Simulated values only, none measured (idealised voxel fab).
Name of the process module below: voxel wiring stack
Shown is cross-section cut, with a width of 240 nm and square cells of size 5 nm.
In this document a cross-section is written as a grid of square cells. It is given as a series of bands, listed from the top down, and a band is one or more rows of cells.
Heights first: top, then bottom, in nm. Then materials, left to right, each with a width in nm. "throughout" on a single material: fills the band edge to edge. "air": empty space.
Counting heights begins at 0, where everything beneath is, in the wafer as received, one material. The lowest band has no bottom; it goes on downwards, as "0 nm and below" shows.
The width entry "30 to 40" should be interpreted row by row: the top row of cells in the band takes the first number, the bottom row takes the second number, and the change between adjacent rows is uniform throughout.
Any step labelled "nothing changed" changed none of the cells in the cross-section.
"closed voids" enumerates empty spaces isolated from the top, with no open way to it, that contain at least 8 cells, giving each as width x height at distance from the left edge, all three in nm.
That trailing text on a step's line, after the settings, is the simulator's own remark on the step.
What "overlay nm" on a step's line means: if the step has a mask, that mask lay this far to the right of its planned place, or, when the value is negative, to the left.
[Here's what the planned process steps look like]
1: RECEIVE,material Si
2: CONFORMAL_DEP,material SiO2,thk nm 15
3: DIRECTIONAL_DEP,material TiN,thk nm 5
4: DIRECTIONAL_DEP,material W,thk nm 20
5: PATTERN,tone cover,mask id METAL_1,material resist,width nm 25,pitch nm 45,thk nm 15,overlay nm 0
6: DIRECTIONAL_ETCH,etch materials W,depth nm 20
7: DIRECTIONAL_ETCH,etch materials TiN,depth nm 5
8: STRIP,etch materials resist
9: FILL_DEP,material SiO2,thk nm 10
10: CMP,height nm 40
11: CONFORMAL_DEP,material SiCN,thk nm 5
12: DIRECTIONAL_DEP,material SiO2,thk nm 25
13: MASKED_ETCH,tone open,mask id METAL_2_HOLES,width nm 15,pitch nm 90,etch materials SiO2,depth nm 25,overlay nm 0
14: PATTERN,tone open,mask id METAL_2,material resist,width nm 25,pitch nm 45,thk nm 15,overlay nm 0
15: DIRECTIONAL_ETCH,etch materials SiO2,depth nm 15
16: DIRECTIONAL_ETCH,etch materials SiCN,depth nm 5
17: STRIP,etch materials resist
18: CONFORMAL_DEP,material TiN,thk nm 5
19: FILL_DEP,material Cu,thk nm 10
20: CMP,height nm 70
21: CONFORMAL_DEP,material SiCN,thk nm 5
22: DIRECTIONAL_DEP,material SiO2,thk nm 35
23: DIRECTIONAL_DEP,material aC,thk nm 15
24: PATTERN,tone open,mask id METAL_3,material resist,width nm 25,pitch nm 45,thk nm 35,overlay nm 0
25: DIRECTIONAL_ETCH,etch materials aC,depth nm 15
26: STRIP,etch materials resist
27: DIRECTIONAL_ETCH,etch materials SiO2,depth nm 20
28: STRIP,etch materials aC
29: PATTERN,tone open,mask id METAL_3_HOLES,material resist,width nm 15,pitch nm 90,thk nm 20,overlay nm 0
30: DIRECTIONAL_ETCH,etch materials SiO2,depth nm 15
31: DIRECTIONAL_ETCH,etch materials SiCN,depth nm 5
32: STRIP,etch materials resist
33: CONFORMAL_DEP,material TiN,thk nm 5
34: FILL_DEP,material Ru,thk nm 10
35: CMP,height nm 110
36: CONFORMAL_DEP,material SiCN,thk nm 5
37: DIRECTIONAL_DEP,material SiO2,thk nm 25
38: DIRECTIONAL_DEP,material aC,thk nm 15
39: PATTERN,tone open,mask id METAL_4,material resist,width nm 25,pitch nm 45,thk nm 30,overlay nm 0
40: DIRECTIONAL_ETCH,etch materials aC,depth nm 15
41: STRIP,etch materials resist
42: DIRECTIONAL_ETCH,etch materials SiO2,depth nm 15
43: STRIP,etch materials aC
44: PATTERN,tone open,mask id METAL_4_HOLES,material resist,width nm 15,pitch nm 90,thk nm 20,overlay nm 0
45: DIRECTIONAL_ETCH,etch materials SiO2,depth nm 10
46: DIRECTIONAL_ETCH,etch materials SiCN,depth nm 5
47: STRIP,etch materials resist
48: CONFORMAL_DEP,material TiN,thk nm 5
49: FILL_DEP,material Cu,thk nm 10
50: CMP,height nm 140
51: CONFORMAL_DEP,material SiN,thk nm 5
[First wafer, two in total, run as planned]
[Delivered wafer in cross-section: state after step 1]
> 0 nm and below: Si throughout
> closed voids: none
[Step 2 done - wafer cross-section]
> 15 nm to 0 nm: SiO2 throughout
> Below 0, no change.
[Step 3 done - wafer cross-section]
> 20 nm to 15 nm: TiN throughout
> Below 15, no change.
[Step 4 done - wafer cross-section]
> 40 nm to 20 nm: W throughout
> Below 20, no change.
[Step 5 done - wafer cross-section]
> 55 nm to 40 nm: 60 air, 25 resist, 20 air, 25 resist, 20 air, 25 resist, 65 air
> Below 40, no change.
[Step 6 done - wafer cross-section]
> 55 nm to 40 nm: 60 air, 25 resist, 20 air, 25 resist, 20 air, 25 resist, 65 air
> 40 nm to 20 nm: 60 air, 25 W, 20 air, 25 W, 20 air, 25 W, 65 air
> Below 20, no change.
[Step 7 done - wafer cross-section]
> 55 nm to 40 nm: 60 air, 25 resist, 20 air, 25 resist, 20 air, 25 resist, 65 air
> 40 nm to 20 nm: 60 air, 25 W, 20 air, 25 W, 20 air, 25 W, 65 air
> 20 nm to 15 nm: 60 air, 25 TiN, 20 air, 25 TiN, 20 air, 25 TiN, 65 air
> Below 15, no change.
[Step 8 done - wafer cross-section]
> 40 nm to 20 nm: 60 air, 25 W, 20 air, 25 W, 20 air, 25 W, 65 air
> Below 20, no change.
[Step 9 done - wafer cross-section]
> 50 nm to 40 nm: SiO2 throughout
> 40 nm to 20 nm: 60 SiO2, 25 W, 20 SiO2, 25 W, 20 SiO2, 25 W, 65 SiO2
> 20 nm to 15 nm: 60 SiO2, 25 TiN, 20 SiO2, 25 TiN, 20 SiO2, 25 TiN, 65 SiO2
> Below 15, no change.
[Step 10 done - wafer cross-section]
> 40 nm to 20 nm: 60 SiO2, 25 W, 20 SiO2, 25 W, 20 SiO2, 25 W, 65 SiO2
> Below 20, no change.
[Step 11 done - wafer cross-section]
> 45 nm to 40 nm: SiCN throughout
> Below 40, no change.
[Step 12 done - wafer cross-section]
> 70 nm to 45 nm: SiO2 throughout
> Below 45, no change.
[Step 13 done - wafer cross-section]
> 70 nm to 45 nm: 60 SiO2, 15 air, 75 SiO2, 15 air, 75 SiO2
> Below 45, no change.
[Step 14 done - wafer cross-section]
> 85 nm to 70 nm: 60 resist, 25 air, 20 resist, 25 air, 20 resist, 25 air, 65 resist
> Below 70, no change.
[Step 15 done - wafer cross-section]
> 85 nm to 70 nm: 60 resist, 25 air, 20 resist, 25 air, 20 resist, 25 air, 65 resist
> 70 nm to 55 nm: 60 SiO2, 25 air, 20 SiO2, 25 air, 20 SiO2, 25 air, 65 SiO2
> Below 55, no change.
[Step 16 done - wafer cross-section]
> 85 nm to 70 nm: 60 resist, 25 air, 20 resist, 25 air, 20 resist, 25 air, 65 resist
> 70 nm to 55 nm: 60 SiO2, 25 air, 20 SiO2, 25 air, 20 SiO2, 25 air, 65 SiO2
> 55 nm to 45 nm: 60 SiO2, 15 air, 75 SiO2, 15 air, 75 SiO2
> 45 nm to 40 nm: 60 SiCN, 15 air, 75 SiCN, 15 air, 75 SiCN
> Below 40, no change.
[Step 17 done - wafer cross-section]
> 70 nm to 55 nm: 60 SiO2, 25 air, 20 SiO2, 25 air, 20 SiO2, 25 air, 65 SiO2
> Below 55, no change.
[Step 18 done - wafer cross-section]
> 75 nm to 70 nm: 65 TiN, 15 air, 30 TiN, 15 air, 30 TiN, 15 air, 70 TiN
> 70 nm to 60 nm: 60 SiO2, 5 TiN, 15 air, 5 TiN, 20 SiO2, 5 TiN, 15 air, 5 TiN, 20 SiO2, 5 TiN, 15 air, 5 TiN, 65 SiO2
> 60 nm to 55 nm: 60 SiO2, 5 TiN, 5 air, 15 TiN, 20 SiO2, 25 TiN, 20 SiO2, 5 TiN, 5 air, 15 TiN, 65 SiO2
> 55 nm to 45 nm: 60 SiO2, 5 TiN, 5 air, 5 TiN, 75 SiO2, 5 TiN, 5 air, 5 TiN, 75 SiO2
> 45 nm to 40 nm: 60 SiCN, 15 TiN, 75 SiCN, 15 TiN, 75 SiCN
> Below 40, no change.
[Step 19 done - wafer cross-section]
> 85 nm to 75 nm: Cu throughout
> 75 nm to 70 nm: 65 TiN, 15 Cu, 30 TiN, 15 Cu, 30 TiN, 15 Cu, 70 TiN
> 70 nm to 60 nm: 60 SiO2, 5 TiN, 15 Cu, 5 TiN, 20 SiO2, 5 TiN, 15 Cu, 5 TiN, 20 SiO2, 5 TiN, 15 Cu, 5 TiN, 65 SiO2
> 60 nm to 55 nm: 60 SiO2, 5 TiN, 5 Cu, 15 TiN, 20 SiO2, 25 TiN, 20 SiO2, 5 TiN, 5 Cu, 15 TiN, 65 SiO2
> 55 nm to 45 nm: 60 SiO2, 5 TiN, 5 Cu, 5 TiN, 75 SiO2, 5 TiN, 5 Cu, 5 TiN, 75 SiO2
> Below 45, no change.
[Step 20 done - wafer cross-section]
> 70 nm to 60 nm: 60 SiO2, 5 TiN, 15 Cu, 5 TiN, 20 SiO2, 5 TiN, 15 Cu, 5 TiN, 20 SiO2, 5 TiN, 15 Cu, 5 TiN, 65 SiO2
> Below 60, no change.
[Step 21 done - wafer cross-section]
> 75 nm to 70 nm: SiCN throughout
> Below 70, no change.
[Step 22 done - wafer cross-section]
> 110 nm to 75 nm: SiO2 throughout
> Below 75, no change.
[Step 23 done - wafer cross-section]
> 125 nm to 110 nm: aC throughout
> Below 110, no change.
[Step 24 done - wafer cross-section]
> 160 nm to 125 nm: 60 resist, 25 air, 20 resist, 25 air, 20 resist, 25 air, 65 resist
> Below 125, no change.
[Step 25 done - wafer cross-section]
> 145 nm to 125 nm: 60 resist, 25 air, 20 resist, 25 air, 20 resist, 25 air, 65 resist
> 125 nm to 110 nm: 60 aC, 25 air, 20 aC, 25 air, 20 aC, 25 air, 65 aC
> Below 110, no change.
[Step 26 done - wafer cross-section]
> 125 nm to 110 nm: 60 aC, 25 air, 20 aC, 25 air, 20 aC, 25 air, 65 aC
> Below 110, no change.
[Step 27 done - wafer cross-section]
> 125 nm to 110 nm: 60 aC, 25 air, 20 aC, 25 air, 20 aC, 25 air, 65 aC
> 110 nm to 90 nm: 60 SiO2, 25 air, 20 SiO2, 25 air, 20 SiO2, 25 air, 65 SiO2
> Below 90, no change.
[Step 28 done - wafer cross-section]
> 110 nm to 90 nm: 60 SiO2, 25 air, 20 SiO2, 25 air, 20 SiO2, 25 air, 65 SiO2
> Below 90, no change.
[Step 29 done - wafer cross-section]
> 130 nm to 110 nm: 60 resist, 15 air, 75 resist, 15 air, 75 resist
> 110 nm to 90 nm: 60 SiO2, 15 air, 10 resist, 20 SiO2, 25 resist, 20 SiO2, 15 air, 10 resist, 65 SiO2
> Below 90, no change.
[Step 30 done - wafer cross-section]
> 130 nm to 110 nm: 60 resist, 15 air, 75 resist, 15 air, 75 resist
> 110 nm to 90 nm: 60 SiO2, 15 air, 10 resist, 20 SiO2, 25 resist, 20 SiO2, 15 air, 10 resist, 65 SiO2
> 90 nm to 75 nm: 60 SiO2, 15 air, 75 SiO2, 15 air, 75 SiO2
> Below 75, no change.
[Step 31 done - wafer cross-section]
> 130 nm to 110 nm: 60 resist, 15 air, 75 resist, 15 air, 75 resist
> 110 nm to 90 nm: 60 SiO2, 15 air, 10 resist, 20 SiO2, 25 resist, 20 SiO2, 15 air, 10 resist, 65 SiO2
> 90 nm to 75 nm: 60 SiO2, 15 air, 75 SiO2, 15 air, 75 SiO2
> 75 nm to 70 nm: 60 SiCN, 15 air, 75 SiCN, 15 air, 75 SiCN
> Below 70, no change.
[Step 32 done - wafer cross-section]
> 110 nm to 90 nm: 60 SiO2, 25 air, 20 SiO2, 25 air, 20 SiO2, 25 air, 65 SiO2
> Below 90, no change.
[Step 33 done - wafer cross-section]
> 115 nm to 110 nm: 65 TiN, 15 air, 30 TiN, 15 air, 30 TiN, 15 air, 70 TiN
> 110 nm to 95 nm: 60 SiO2, 5 TiN, 15 air, 5 TiN, 20 SiO2, 5 TiN, 15 air, 5 TiN, 20 SiO2, 5 TiN, 15 air, 5 TiN, 65 SiO2
> 95 nm to 90 nm: 60 SiO2, 5 TiN, 5 air, 15 TiN, 20 SiO2, 25 TiN, 20 SiO2, 5 TiN, 5 air, 15 TiN, 65 SiO2
> 90 nm to 75 nm: 60 SiO2, 5 TiN, 5 air, 5 TiN, 75 SiO2, 5 TiN, 5 air, 5 TiN, 75 SiO2
> 75 nm to 70 nm: 60 SiCN, 15 TiN, 75 SiCN, 15 TiN, 75 SiCN
> Below 70, no change.
[Step 34 done - wafer cross-section]
> 125 nm to 115 nm: Ru throughout
> 115 nm to 110 nm: 65 TiN, 15 Ru, 30 TiN, 15 Ru, 30 TiN, 15 Ru, 70 TiN
> 110 nm to 95 nm: 60 SiO2, 5 TiN, 15 Ru, 5 TiN, 20 SiO2, 5 TiN, 15 Ru, 5 TiN, 20 SiO2, 5 TiN, 15 Ru, 5 TiN, 65 SiO2
> 95 nm to 90 nm: 60 SiO2, 5 TiN, 5 Ru, 15 TiN, 20 SiO2, 25 TiN, 20 SiO2, 5 TiN, 5 Ru, 15 TiN, 65 SiO2
> 90 nm to 75 nm: 60 SiO2, 5 TiN, 5 Ru, 5 TiN, 75 SiO2, 5 TiN, 5 Ru, 5 TiN, 75 SiO2
> Below 75, no change.
[Step 35 done - wafer cross-section]
> 110 nm to 95 nm: 60 SiO2, 5 TiN, 15 Ru, 5 TiN, 20 SiO2, 5 TiN, 15 Ru, 5 TiN, 20 SiO2, 5 TiN, 15 Ru, 5 TiN, 65 SiO2
> Below 95, no change.
[Step 36 done - wafer cross-section]
> 115 nm to 110 nm: SiCN throughout
> Below 110, no change.
[Step 37 done - wafer cross-section]
> 140 nm to 115 nm: SiO2 throughout
> Below 115, no change.
[Step 38 done - wafer cross-section]
> 155 nm to 140 nm: aC throughout
> Below 140, no change.
[Step 39 done - wafer cross-section]
> 185 nm to 155 nm: 60 resist, 25 air, 20 resist, 25 air, 20 resist, 25 air, 65 resist
> Below 155, no change.
[Step 40 done - wafer cross-section]
> 170 nm to 155 nm: 60 resist, 25 air, 20 resist, 25 air, 20 resist, 25 air, 65 resist
> 155 nm to 140 nm: 60 aC, 25 air, 20 aC, 25 air, 20 aC, 25 air, 65 aC
> Below 140, no change.
[Step 41 done - wafer cross-section]
> 155 nm to 140 nm: 60 aC, 25 air, 20 aC, 25 air, 20 aC, 25 air, 65 aC
> Below 140, no change.
[Step 42 done - wafer cross-section]
> 155 nm to 140 nm: 60 aC, 25 air, 20 aC, 25 air, 20 aC, 25 air, 65 aC
> 140 nm to 125 nm: 60 SiO2, 25 air, 20 SiO2, 25 air, 20 SiO2, 25 air, 65 SiO2
> Below 125, no change.
[Step 43 done - wafer cross-section]
> 140 nm to 125 nm: 60 SiO2, 25 air, 20 SiO2, 25 air, 20 SiO2, 25 air, 65 SiO2
> Below 125, no change.
[Step 44 done - wafer cross-section]
> 160 nm to 140 nm: 60 resist, 15 air, 75 resist, 15 air, 75 resist
> 140 nm to 125 nm: 60 SiO2, 15 air, 10 resist, 20 SiO2, 25 resist, 20 SiO2, 15 air, 10 resist, 65 SiO2
> Below 125, no change.
[Step 45 done - wafer cross-section]
> 160 nm to 140 nm: 60 resist, 15 air, 75 resist, 15 air, 75 resist
> 140 nm to 125 nm: 60 SiO2, 15 air, 10 resist, 20 SiO2, 25 resist, 20 SiO2, 15 air, 10 resist, 65 SiO2
> 125 nm to 115 nm: 60 SiO2, 15 air, 75 SiO2, 15 air, 75 SiO2
> Below 115, no change.
[Step 46 done - wafer cross-section]
> 160 nm to 140 nm: 60 resist, 15 air, 75 resist, 15 air, 75 resist
> 140 nm to 125 nm: 60 SiO2, 15 air, 10 resist, 20 SiO2, 25 resist, 20 SiO2, 15 air, 10 resist, 65 SiO2
> 125 nm to 115 nm: 60 SiO2, 15 air, 75 SiO2, 15 air, 75 SiO2
> 115 nm to 110 nm: 60 SiCN, 15 air, 75 SiCN, 15 air, 75 SiCN
> Below 110, no change.
[Step 47 done - wafer cross-section]
> 140 nm to 125 nm: 60 SiO2, 25 air, 20 SiO2, 25 air, 20 SiO2, 25 air, 65 SiO2
> Below 125, no change.
[Step 48 done - wafer cross-section]
> 145 nm to 140 nm: 65 TiN, 15 air, 30 TiN, 15 air, 30 TiN, 15 air, 70 TiN
> 140 nm to 130 nm: 60 SiO2, 5 TiN, 15 air, 5 TiN, 20 SiO2, 5 TiN, 15 air, 5 TiN, 20 SiO2, 5 TiN, 15 air, 5 TiN, 65 SiO2
> 130 nm to 125 nm: 60 SiO2, 5 TiN, 5 air, 15 TiN, 20 SiO2, 25 TiN, 20 SiO2, 5 TiN, 5 air, 15 TiN, 65 SiO2
> 125 nm to 115 nm: 60 SiO2, 5 TiN, 5 air, 5 TiN, 75 SiO2, 5 TiN, 5 air, 5 TiN, 75 SiO2
> 115 nm to 110 nm: 60 SiCN, 15 TiN, 75 SiCN, 15 TiN, 75 SiCN
> Below 110, no change.
[Step 49 done - wafer cross-section]
> 155 nm to 145 nm: Cu throughout
> 145 nm to 140 nm: 65 TiN, 15 Cu, 30 TiN, 15 Cu, 30 TiN, 15 Cu, 70 TiN
> 140 nm to 130 nm: 60 SiO2, 5 TiN, 15 Cu, 5 TiN, 20 SiO2, 5 TiN, 15 Cu, 5 TiN, 20 SiO2, 5 TiN, 15 Cu, 5 TiN, 65 SiO2
> 130 nm to 125 nm: 60 SiO2, 5 TiN, 5 Cu, 15 TiN, 20 SiO2, 25 TiN, 20 SiO2, 5 TiN, 5 Cu, 15 TiN, 65 SiO2
> 125 nm to 115 nm: 60 SiO2, 5 TiN, 5 Cu, 5 TiN, 75 SiO2, 5 TiN, 5 Cu, 5 TiN, 75 SiO2
> Below 115, no change.
[Step 50 done - wafer cross-section]
> 140 nm to 130 nm: 60 SiO2, 5 TiN, 15 Cu, 5 TiN, 20 SiO2, 5 TiN, 15 Cu, 5 TiN, 20 SiO2, 5 TiN, 15 Cu, 5 TiN, 65 SiO2
> Below 130, no change.
[Step 51 done - wafer cross-section]
> 145 nm to 140 nm: SiN throughout
> Below 140, no change.
[Second wafer: same start and same plan as the first, one execution error; identical to the first through step 19]
The second wafer cut through, at the time step 20 was supposed to be finished: nothing changed
[The second wafer cut through, at the time step 21 was supposed to be finished]
> 90 nm to 85 nm: SiCN throughout
> Below 85, no change.
[The second wafer cut through, at the time step 22 was supposed to be finished]
> 125 nm to 90 nm: SiO2 throughout
> Below 90, no change.
[The second wafer cut through, at the time step 23 was supposed to be finished]
> 140 nm to 125 nm: aC throughout
> Below 125, no change.
[The second wafer cut through, at the time step 24 was supposed to be finished]
> 175 nm to 140 nm: 60 resist, 25 air, 20 resist, 25 air, 20 resist, 25 air, 65 resist
> Below 140, no change.
[The second wafer cut through, at the time step 25 was supposed to be finished]
> 160 nm to 140 nm: 60 resist, 25 air, 20 resist, 25 air, 20 resist, 25 air, 65 resist
> 140 nm to 125 nm: 60 aC, 25 air, 20 aC, 25 air, 20 aC, 25 air, 65 aC
> Below 125, no change.
[The second wafer cut through, at the time step 26 was supposed to be finished]
> 140 nm to 125 nm: 60 aC, 25 air, 20 aC, 25 air, 20 aC, 25 air, 65 aC
> Below 125, no change.
[The second wafer cut through, at the time step 27 was supposed to be finished]
> 140 nm to 125 nm: 60 aC, 25 air, 20 aC, 25 air, 20 aC, 25 air, 65 aC
> 125 nm to 105 nm: 60 SiO2, 25 air, 20 SiO2, 25 air, 20 SiO2, 25 air, 65 SiO2
> Below 105, no change.
[The second wafer cut through, at the time step 28 was supposed to be finished]
> 125 nm to 105 nm: 60 SiO2, 25 air, 20 SiO2, 25 air, 20 SiO2, 25 air, 65 SiO2
> Below 105, no change.
[The second wafer cut through, at the time step 29 was supposed to be finished]
> 145 nm to 125 nm: 60 resist, 15 air, 75 resist, 15 air, 75 resist
> 125 nm to 105 nm: 60 SiO2, 15 air, 10 resist, 20 SiO2, 25 resist, 20 SiO2, 15 air, 10 resist, 65 SiO2
> Below 105, no change.
[The second wafer cut through, at the time step 30 was supposed to be finished]
> 145 nm to 125 nm: 60 resist, 15 air, 75 resist, 15 air, 75 resist
> 125 nm to 105 nm: 60 SiO2, 15 air, 10 resist, 20 SiO2, 25 resist, 20 SiO2, 15 air, 10 resist, 65 SiO2
> 105 nm to 90 nm: 60 SiO2, 15 air, 75 SiO2, 15 air, 75 SiO2
> Below 90, no change.
[The second wafer cut through, at the time step 31 was supposed to be finished]
> 145 nm to 125 nm: 60 resist, 15 air, 75 resist, 15 air, 75 resist
> 125 nm to 105 nm: 60 SiO2, 15 air, 10 resist, 20 SiO2, 25 resist, 20 SiO2, 15 air, 10 resist, 65 SiO2
> 105 nm to 90 nm: 60 SiO2, 15 air, 75 SiO2, 15 air, 75 SiO2
> 90 nm to 85 nm: 60 SiCN, 15 air, 75 SiCN, 15 air, 75 SiCN
> Below 85, no change.
[The second wafer cut through, at the time step 32 was supposed to be finished]
> 125 nm to 105 nm: 60 SiO2, 25 air, 20 SiO2, 25 air, 20 SiO2, 25 air, 65 SiO2
> Below 105, no change.
[The second wafer cut through, at the time step 33 was supposed to be finished]
> 130 nm to 125 nm: 65 TiN, 15 air, 30 TiN, 15 air, 30 TiN, 15 air, 70 TiN
> 125 nm to 110 nm: 60 SiO2, 5 TiN, 15 air, 5 TiN, 20 SiO2, 5 TiN, 15 air, 5 TiN, 20 SiO2, 5 TiN, 15 air, 5 TiN, 65 SiO2
> 110 nm to 105 nm: 60 SiO2, 5 TiN, 5 air, 15 TiN, 20 SiO2, 25 TiN, 20 SiO2, 5 TiN, 5 air, 15 TiN, 65 SiO2
> 105 nm to 90 nm: 60 SiO2, 5 TiN, 5 air, 5 TiN, 75 SiO2, 5 TiN, 5 air, 5 TiN, 75 SiO2
> 90 nm to 85 nm: 60 SiCN, 15 TiN, 75 SiCN, 15 TiN, 75 SiCN
> Below 85, no change.
[The second wafer cut through, at the time step 34 was supposed to be finished]
> 140 nm to 130 nm: Ru throughout
> 130 nm to 125 nm: 65 TiN, 15 Ru, 30 TiN, 15 Ru, 30 TiN, 15 Ru, 70 TiN
> 125 nm to 110 nm: 60 SiO2, 5 TiN, 15 Ru, 5 TiN, 20 SiO2, 5 TiN, 15 Ru, 5 TiN, 20 SiO2, 5 TiN, 15 Ru, 5 TiN, 65 SiO2
> 110 nm to 105 nm: 60 SiO2, 5 TiN, 5 Ru, 15 TiN, 20 SiO2, 25 TiN, 20 SiO2, 5 TiN, 5 Ru, 15 TiN, 65 SiO2
> 105 nm to 90 nm: 60 SiO2, 5 TiN, 5 Ru, 5 TiN, 75 SiO2, 5 TiN, 5 Ru, 5 TiN, 75 SiO2
> Below 90, no change.
[The second wafer cut through, at the time step 35 was supposed to be finished]
> 110 nm to 105 nm: 60 SiO2, 5 TiN, 5 Ru, 15 TiN, 20 SiO2, 25 TiN, 20 SiO2, 5 TiN, 5 Ru, 15 TiN, 65 SiO2
> Below 105, no change.
[The second wafer cut through, at the time step 36 was supposed to be finished]
> 115 nm to 110 nm: SiCN throughout
> Below 110, no change.
[The second wafer cut through, at the time step 37 was supposed to be finished]
> 140 nm to 115 nm: SiO2 throughout
> Below 115, no change.
[The second wafer cut through, at the time step 38 was supposed to be finished]
> 155 nm to 140 nm: aC throughout
> Below 140, no change.
[The second wafer cut through, at the time step 39 was supposed to be finished]
> 185 nm to 155 nm: 60 resist, 25 air, 20 resist, 25 air, 20 resist, 25 air, 65 resist
> Below 155, no change.
[The second wafer cut through, at the time step 40 was supposed to be finished]
> 170 nm to 155 nm: 60 resist, 25 air, 20 resist, 25 air, 20 resist, 25 air, 65 resist
> 155 nm to 140 nm: 60 aC, 25 air, 20 aC, 25 air, 20 aC, 25 air, 65 aC
> Below 140, no change.
[The second wafer cut through, at the time step 41 was supposed to be finished]
> 155 nm to 140 nm: 60 aC, 25 air, 20 aC, 25 air, 20 aC, 25 air, 65 aC
> Below 140, no change.
[The second wafer cut through, at the time step 42 was supposed to be finished]
> 155 nm to 140 nm: 60 aC, 25 air, 20 aC, 25 air, 20 aC, 25 air, 65 aC
> 140 nm to 125 nm: 60 SiO2, 25 air, 20 SiO2, 25 air, 20 SiO2, 25 air, 65 SiO2
> Below 125, no change.
[The second wafer cut through, at the time step 43 was supposed to be finished]
> 140 nm to 125 nm: 60 SiO2, 25 air, 20 SiO2, 25 air, 20 SiO2, 25 air, 65 SiO2
> Below 125, no change.
[The second wafer cut through, at the time step 44 was supposed to be finished]
> 160 nm to 140 nm: 60 resist, 15 air, 75 resist, 15 air, 75 resist
> 140 nm to 125 nm: 60 SiO2, 15 air, 10 resist, 20 SiO2, 25 resist, 20 SiO2, 15 air, 10 resist, 65 SiO2
> Below 125, no change.
[The second wafer cut through, at the time step 45 was supposed to be finished]
> 160 nm to 140 nm: 60 resist, 15 air, 75 resist, 15 air, 75 resist
> 140 nm to 125 nm: 60 SiO2, 15 air, 10 resist, 20 SiO2, 25 resist, 20 SiO2, 15 air, 10 resist, 65 SiO2
> 125 nm to 115 nm: 60 SiO2, 15 air, 75 SiO2, 15 air, 75 SiO2
> Below 115, no change.
[The second wafer cut through, at the time step 46 was supposed to be finished]
> 160 nm to 140 nm: 60 resist, 15 air, 75 resist, 15 air, 75 resist
> 140 nm to 125 nm: 60 SiO2, 15 air, 10 resist, 20 SiO2, 25 resist, 20 SiO2, 15 air, 10 resist, 65 SiO2
> 125 nm to 115 nm: 60 SiO2, 15 air, 75 SiO2, 15 air, 75 SiO2
> 115 nm to 110 nm: 60 SiCN, 15 air, 75 SiCN, 15 air, 75 SiCN
> Below 110, no change.
[The second wafer cut through, at the time step 47 was supposed to be finished]
> 140 nm to 125 nm: 60 SiO2, 25 air, 20 SiO2, 25 air, 20 SiO2, 25 air, 65 SiO2
> Below 125, no change.
[The second wafer cut through, at the time step 48 was supposed to be finished]
> 145 nm to 140 nm: 65 TiN, 15 air, 30 TiN, 15 air, 30 TiN, 15 air, 70 TiN
> 140 nm to 130 nm: 60 SiO2, 5 TiN, 15 air, 5 TiN, 20 SiO2, 5 TiN, 15 air, 5 TiN, 20 SiO2, 5 TiN, 15 air, 5 TiN, 65 SiO2
> 130 nm to 125 nm: 60 SiO2, 5 TiN, 5 air, 15 TiN, 20 SiO2, 25 TiN, 20 SiO2, 5 TiN, 5 air, 15 TiN, 65 SiO2
> 125 nm to 115 nm: 60 SiO2, 5 TiN, 5 air, 5 TiN, 75 SiO2, 5 TiN, 5 air, 5 TiN, 75 SiO2
> 115 nm to 110 nm: 60 SiCN, 15 TiN, 75 SiCN, 15 TiN, 75 SiCN
> Below 110, no change.
[The second wafer cut through, at the time step 49 was supposed to be finished]
> 155 nm to 145 nm: Cu throughout
> 145 nm to 140 nm: 65 TiN, 15 Cu, 30 TiN, 15 Cu, 30 TiN, 15 Cu, 70 TiN
> 140 nm to 130 nm: 60 SiO2, 5 TiN, 15 Cu, 5 TiN, 20 SiO2, 5 TiN, 15 Cu, 5 TiN, 20 SiO2, 5 TiN, 15 Cu, 5 TiN, 65 SiO2
> 130 nm to 125 nm: 60 SiO2, 5 TiN, 5 Cu, 15 TiN, 20 SiO2, 25 TiN, 20 SiO2, 5 TiN, 5 Cu, 15 TiN, 65 SiO2
> 125 nm to 115 nm: 60 SiO2, 5 TiN, 5 Cu, 5 TiN, 75 SiO2, 5 TiN, 5 Cu, 5 TiN, 75 SiO2
> Below 115, no change.
[The second wafer cut through, at the time step 50 was supposed to be finished]
> 140 nm to 130 nm: 60 SiO2, 5 TiN, 15 Cu, 5 TiN, 20 SiO2, 5 TiN, 15 Cu, 5 TiN, 20 SiO2, 5 TiN, 15 Cu, 5 TiN, 65 SiO2
> Below 130, no change.
[The second wafer cut through, at the time step 51 was supposed to be finished]
> 145 nm to 140 nm: SiN throughout
> Below 140, no change.
Diagnosis: heads up, step 20 of the plan was skipped and never actually ran
Bottom line after processing is that, in cells, the second wafer is up or down on some materials versus the first: +105 Cu, -27 Ru, -99 SiO2, +21 TiN
